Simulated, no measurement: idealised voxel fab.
process module | voxel ribs on slabs
cross-section cut | 170 nm wide | cells 5 nm
A cross-section is a grid of square cells, given in bands from the top down. A band is one or more rows of cells.
Each band's line starts with the height of the band's top and of its bottom, in nm. Then come its materials from left to right, each with its width in nm. One material with "throughout" fills the band from edge to edge. "air" is empty space.
Height 0 is the level under which the wafer as received is all one material. The lowest band goes on downwards, as in "0 down".
A width such as "30 to 40" changes by the same amount from each row of cells to the next, from the band's top row to its bottom row.
"no change" after a step means that no cell of the cross-section changed.
closed voids: empty space of 8 cells or more with no open way to the top, each as width x height at its distance from the left edge, in nm
after a step's settings: what the simulator itself notes on the step
overlay nm, on a step with a mask: how far to the right of its planned place the mask lay; to the left if negative
plan
1 op RECEIVE | material Si
2 op DIRECTIONAL_DEP | material SiO2 | thk nm 30
3 op DIRECTIONAL_DEP | material SiN | thk nm 15
4 op PATTERN | tone cover | mask id RIB | material resist | width nm 30 | thk nm 20 | overlay nm 0
5 op DIRECTIONAL_ETCH | etch materials SiN | depth nm 10
6 op STRIP | etch materials resist
7 op DIRECTIONAL_DEP | material aC | thk nm 10
8 op PATTERN | tone cover | mask id SLAB | material resist | width nm 60 | thk nm 25 | overlay nm 0
9 op DIRECTIONAL_ETCH | etch materials aC | depth nm 10
10 op STRIP | etch materials resist
11 op DIRECTIONAL_ETCH | etch materials SiN | depth nm 5
12 op STRIP | etch materials aC
13 op FILL_DEP | material SiO2 | thk nm 30
14 op CMP | height nm 65
15 op DIRECTIONAL_DEP | material W | thk nm 5
16 op PATTERN | tone cover | mask id HEATER | material resist | width nm 40 | thk nm 20 | overlay nm 0
17 op DIRECTIONAL_ETCH | etch materials W | depth nm 5
18 op STRIP | etch materials resist
19 op CONFORMAL_DEP | material SiN | thk nm 5
varied across the wafers: thk nm of step 19. The plan shows the first wafer's value. All wafers start alike
first wafer as received, after step 1
  0 down: Si throughout
  closed voids: none
first wafer at the end, after step 19
  75 to 70: air 60 | SiN 50 | air 60
  70 to 65: SiN 65 | W 40 | SiN 65
  65 to 45: SiO2 throughout
  45 to 35: SiO2 70 | SiN 30 | SiO2 70
  35 to 30: SiO2 55 | SiN 60 | SiO2 55
  30 to 0: SiO2 throughout
  0 down: Si throughout
  closed voids: none
last wafer at the end
  95 to 90: air 40 | SiN 90 | air 40
  90 to 70: SiN throughout
  70 to 65: SiN 65 | W 40 | SiN 65
  65 to 45: SiO2 throughout
  45 to 35: SiO2 70 | SiN 30 | SiO2 70
  35 to 30: SiO2 55 | SiN 60 | SiO2 55
  30 to 0: SiO2 throughout
  0 down: Si throughout
  closed voids: none
each wafer at the end: cells of each material gained (+) or lost (-) since it was received, then its closed voids
thk nm 5 | +60 SiN | +418 SiO2 | +8 W | closed voids: none
thk nm 10 | +96 SiN | +418 SiO2 | +8 W | closed voids: none
thk nm 15 | +132 SiN | +418 SiO2 | +8 W | closed voids: none
thk nm 20 | +168 SiN | +418 SiO2 | +8 W | closed voids: none
thk nm 25 | +204 SiN | +418 SiO2 | +8 W | closed voids: none
